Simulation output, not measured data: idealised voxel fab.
The process module that follows is named voxel air gaps.
We display cut, a cross-section 155 nm in width whose square cells are each 5 nm.
How to read a cross-section here: the picture is a grid of square cells, written as bands going from the top down, and any band can span one or more rows of cells. Within each band entry, the heights of the top and of the bottom of the band appear first, in that order and in nm; the materials of the band then follow from left to right, each with its corresponding width in nm. The designation "edge to edge" on a single material indicates that it fills the band from edge to edge; the designation "air" indicates empty space. Basically, 0 is our baseline, since under it the wafer straight out of the box is all one material. The bottom band has no lower end and keeps on going down, so it looks like "0 nm and below". Note: "30 to 40" means the width goes from the first number (top row of the band) to the second number (bottom row) in equal steps per row of cells. Key: "identical to before" - step with no changed cell in the cross-section. Closed-off voids of 8+ cells (no open route to the top) go in "Sealed void inventory", written width x height at distance from the left edge, in nm. Note: text after step settings on the step line = simulator remark on that step. overlay nm: mask offset rightward from planned place, masked step; negative means leftward offset.
# This section lists the process steps that were planned
1. RECEIVE (material Si)
2. CONFORMAL_DEP (material SiO2; thk nm 10)
3. CONFORMAL_DEP (material SiCN; thk nm 5)
4. DIRECTIONAL_DEP (material lowk; thk nm 30)
5. DIRECTIONAL_DEP (material aC; thk nm 10)
6. PATTERN (tone open; mask id LINES; material resist; width nm 20; pitch nm 45; thk nm 25; overlay nm 0)
7. DIRECTIONAL_ETCH (etch materials aC; depth nm 10)
8. STRIP (etch materials resist)
9. DIRECTIONAL_ETCH (etch materials lowk; depth nm 30)
10. STRIP (etch materials aC)
11. CONFORMAL_DEP (material TiN; thk nm 5)
12. FILL_DEP (material Cu; thk nm 5)
13. CMP (height nm 45)
14. EPI (material Ru; thk nm 10)
15. SELECTIVE_ETCH (etch materials lowk; depth nm 40)
16. CONFORMAL_DEP (material SiCN; thk nm 5)
# First of two wafers, with the run carried out as planned
# Shown in cross-section is the wafer as received, that is, as it stands after step 1
0 nm and below: Si edge to edge
Sealed void inventory: none
# Cross-section: wafer state after step 2
10 nm to 0 nm: SiO2 edge to edge
Beneath the level 0, the cross-section is identical to its previous state.
# Cross-section: wafer state after step 3
15 nm to 10 nm: SiCN edge to edge
Beneath the level 10, the cross-section is identical to its previous state.
# Cross-section: wafer state after step 4
45 nm to 15 nm: lowk edge to edge
Beneath the level 15, the cross-section is identical to its previous state.
# Cross-section: wafer state after step 5
55 nm to 45 nm: aC edge to edge
Beneath the level 45, the cross-section is identical to its previous state.
# Cross-section: wafer state after step 6
80 nm to 55 nm: 20 resist | 20 air | 25 resist | 20 air | 25 resist | 20 air | 25 resist
Beneath the level 55, the cross-section is identical to its previous state.
# Cross-section: wafer state after step 7
70 nm to 55 nm: 20 resist | 20 air | 25 resist | 20 air | 25 resist | 20 air | 25 resist
55 nm to 45 nm: 20 aC | 20 air | 25 aC | 20 air | 25 aC | 20 air | 25 aC
Beneath the level 45, the cross-section is identical to its previous state.
# Cross-section: wafer state after step 8
55 nm to 45 nm: 20 aC | 20 air | 25 aC | 20 air | 25 aC | 20 air | 25 aC
Beneath the level 45, the cross-section is identical to its previous state.
# Cross-section: wafer state after step 9
55 nm to 45 nm: 20 aC | 20 air | 25 aC | 20 air | 25 aC | 20 air | 25 aC
45 nm to 15 nm: 20 lowk | 20 air | 25 lowk | 20 air | 25 lowk | 20 air | 25 lowk
Beneath the level 15, the cross-section is identical to its previous state.
# Cross-section: wafer state after step 10
45 nm to 15 nm: 20 lowk | 20 air | 25 lowk | 20 air | 25 lowk | 20 air | 25 lowk
Beneath the level 15, the cross-section is identical to its previous state.
# Cross-section: wafer state after step 11
50 nm to 45 nm: 25 TiN | 10 air | 35 TiN | 10 air | 35 TiN | 10 air | 30 TiN
45 nm to 20 nm: 20 lowk | 5 TiN | 10 air | 5 TiN | 25 lowk | 5 TiN | 10 air | 5 TiN | 25 lowk | 5 TiN | 10 air | 5 TiN | 25 lowk
20 nm to 15 nm: 20 lowk | 20 TiN | 25 lowk | 20 TiN | 25 lowk | 20 TiN | 25 lowk
Beneath the level 15, the cross-section is identical to its previous state.
# Cross-section: wafer state after step 12
55 nm to 50 nm: Cu edge to edge
50 nm to 45 nm: 25 TiN | 10 Cu | 35 TiN | 10 Cu | 35 TiN | 10 Cu | 30 TiN
45 nm to 20 nm: 20 lowk | 5 TiN | 10 Cu | 5 TiN | 25 lowk | 5 TiN | 10 Cu | 5 TiN | 25 lowk | 5 TiN | 10 Cu | 5 TiN | 25 lowk
Beneath the level 20, the cross-section is identical to its previous state.
# Cross-section: wafer state after step 13
45 nm to 20 nm: 20 lowk | 5 TiN | 10 Cu | 5 TiN | 25 lowk | 5 TiN | 10 Cu | 5 TiN | 25 lowk | 5 TiN | 10 Cu | 5 TiN | 25 lowk
Beneath the level 20, the cross-section is identical to its previous state.
# Cross-section: wafer state after step 14
55 nm to 45 nm: 10 air | 40 Ru | 5 air | 40 Ru | 5 air | 40 Ru | 15 air
Beneath the level 45, the cross-section is identical to its previous state.
# Cross-section: wafer state after step 15
55 nm to 45 nm: 10 air | 40 Ru | 5 air | 40 Ru | 5 air | 40 Ru | 15 air
45 nm to 20 nm: 20 air | 5 TiN | 10 Cu | 5 TiN | 25 air | 5 TiN | 10 Cu | 5 TiN | 25 air | 5 TiN | 10 Cu | 5 TiN | 25 air
20 nm to 15 nm: 20 air | 20 TiN | 25 air | 20 TiN | 25 air | 20 TiN | 25 air
Beneath the level 15, the cross-section is identical to its previous state.
# Cross-section: wafer state after step 16
60 nm to 55 nm: 5 air | 140 SiCN | 10 air
55 nm to 45 nm: 5 air | 5 SiCN | 40 Ru | 5 SiCN | 40 Ru | 5 SiCN | 40 Ru | 5 SiCN | 10 air
45 nm to 40 nm: 5 air | 15 SiCN | 5 TiN | 10 Cu | 5 TiN | 25 SiCN | 5 TiN | 10 Cu | 5 TiN | 25 SiCN | 5 TiN | 10 Cu | 5 TiN | 15 SiCN | 10 air
40 nm to 20 nm: 15 air | 5 SiCN | 5 TiN | 10 Cu | 5 TiN | 5 SiCN | 15 air | 5 SiCN | 5 TiN | 10 Cu | 5 TiN | 5 SiCN | 15 air | 5 SiCN | 5 TiN | 10 Cu | 5 TiN | 5 SiCN | 20 air
20 nm to 15 nm: 20 SiCN | 20 TiN | 25 SiCN | 20 TiN | 25 SiCN | 20 TiN | 25 SiCN
Beneath the level 15, the cross-section is identical to its previous state.
Sealed void inventory: 15 x 20 at 45; 15 x 20 at 90
# Second wafer - shared start and plan with the first - one error in running - same as the first up to step 5 inclusive
# The second wafer cut through, at the time step 6 was supposed to be finished
80 nm to 55 nm: 15 resist | 30 air | 15 resist | 30 air | 15 resist | 30 air | 20 resist
Beneath the level 55, the cross-section is identical to its previous state.
# The second wafer cut through, at the time step 7 was supposed to be finished
70 nm to 55 nm: 15 resist | 30 air | 15 resist | 30 air | 15 resist | 30 air | 20 resist
55 nm to 45 nm: 15 aC | 30 air | 15 aC | 30 air | 15 aC | 30 air | 20 aC
Beneath the level 45, the cross-section is identical to its previous state.
# The second wafer cut through, at the time step 8 was supposed to be finished
55 nm to 45 nm: 15 aC | 30 air | 15 aC | 30 air | 15 aC | 30 air | 20 aC
Beneath the level 45, the cross-section is identical to its previous state.
# The second wafer cut through, at the time step 9 was supposed to be finished
55 nm to 45 nm: 15 aC | 30 air | 15 aC | 30 air | 15 aC | 30 air | 20 aC
45 nm to 15 nm: 15 lowk | 30 air | 15 lowk | 30 air | 15 lowk | 30 air | 20 lowk
Beneath the level 15, the cross-section is identical to its previous state.
# The second wafer cut through, at the time step 10 was supposed to be finished
45 nm to 15 nm: 15 lowk | 30 air | 15 lowk | 30 air | 15 lowk | 30 air | 20 lowk
Beneath the level 15, the cross-section is identical to its previous state.
# The second wafer cut through, at the time step 11 was supposed to be finished
50 nm to 45 nm: 20 TiN | 20 air | 25 TiN | 20 air | 25 TiN | 20 air | 25 TiN
45 nm to 20 nm: 15 lowk | 5 TiN | 20 air | 5 TiN | 15 lowk | 5 TiN | 20 air | 5 TiN | 15 lowk | 5 TiN | 20 air | 5 TiN | 20 lowk
20 nm to 15 nm: 15 lowk | 30 TiN | 15 lowk | 30 TiN | 15 lowk | 30 TiN | 20 lowk
Beneath the level 15, the cross-section is identical to its previous state.
# The second wafer cut through, at the time step 12 was supposed to be finished
55 nm to 50 nm: Cu edge to edge
50 nm to 45 nm: 20 TiN | 20 Cu | 25 TiN | 20 Cu | 25 TiN | 20 Cu | 25 TiN
45 nm to 20 nm: 15 lowk | 5 TiN | 20 Cu | 5 TiN | 15 lowk | 5 TiN | 20 Cu | 5 TiN | 15 lowk | 5 TiN | 20 Cu | 5 TiN | 20 lowk
Beneath the level 20, the cross-section is identical to its previous state.
# The second wafer cut through, at the time step 13 was supposed to be finished
45 nm to 20 nm: 15 lowk | 5 TiN | 20 Cu | 5 TiN | 15 lowk | 5 TiN | 20 Cu | 5 TiN | 15 lowk | 5 TiN | 20 Cu | 5 TiN | 20 lowk
Beneath the level 20, the cross-section is identical to its previous state.
# The second wafer cut through, at the time step 14 was supposed to be finished
55 nm to 45 nm: 5 air | 140 Ru | 10 air
Beneath the level 45, the cross-section is identical to its previous state.
# The second wafer cut through, at the time step 15 was supposed to be finished
55 nm to 45 nm: 5 air | 140 Ru | 10 air
45 nm to 20 nm: 15 air | 5 TiN | 20 Cu | 5 TiN | 15 lowk | 5 TiN | 20 Cu | 5 TiN | 15 lowk | 5 TiN | 20 Cu | 5 TiN | 20 air
20 nm to 15 nm: 15 air | 30 TiN | 15 lowk | 30 TiN | 15 lowk | 30 TiN | 20 air
Beneath the level 15, the cross-section is identical to its previous state.
# The second wafer cut through, at the time step 16 was supposed to be finished
60 nm to 55 nm: 150 SiCN | 5 air
55 nm to 45 nm: 5 SiCN | 140 Ru | 5 SiCN | 5 air
45 nm to 40 nm: 15 SiCN | 5 TiN | 20 Cu | 5 TiN | 15 lowk | 5 TiN | 20 Cu | 5 TiN | 15 lowk | 5 TiN | 20 Cu | 5 TiN | 15 SiCN | 5 air
40 nm to 20 nm: 10 air | 5 SiCN | 5 TiN | 20 Cu | 5 TiN | 15 lowk | 5 TiN | 20 Cu | 5 TiN | 15 lowk | 5 TiN | 20 Cu | 5 TiN | 5 SiCN | 15 air
20 nm to 15 nm: 15 SiCN | 30 TiN | 15 lowk | 30 TiN | 15 lowk | 30 TiN | 20 SiCN
Beneath the level 15, the cross-section is identical to its previous state.
Sealed void inventory: 10 x 20 at 0
So what did we get wrong on this run? step 6 deviated from plan and actually ran as PATTERN (tone open; mask id LINES; material resist; width nm 30; pitch nm 45; thk nm 25; overlay nm 0)
Final wafer comparison in cells, second versus first, more or fewer per material: 30 more of Cu | 8 more of Ru | 40 fewer of SiCN | 6 more of TiN | 36 more of lowk
Closed void count at end of process - first wafer: 2; second wafer: 1.
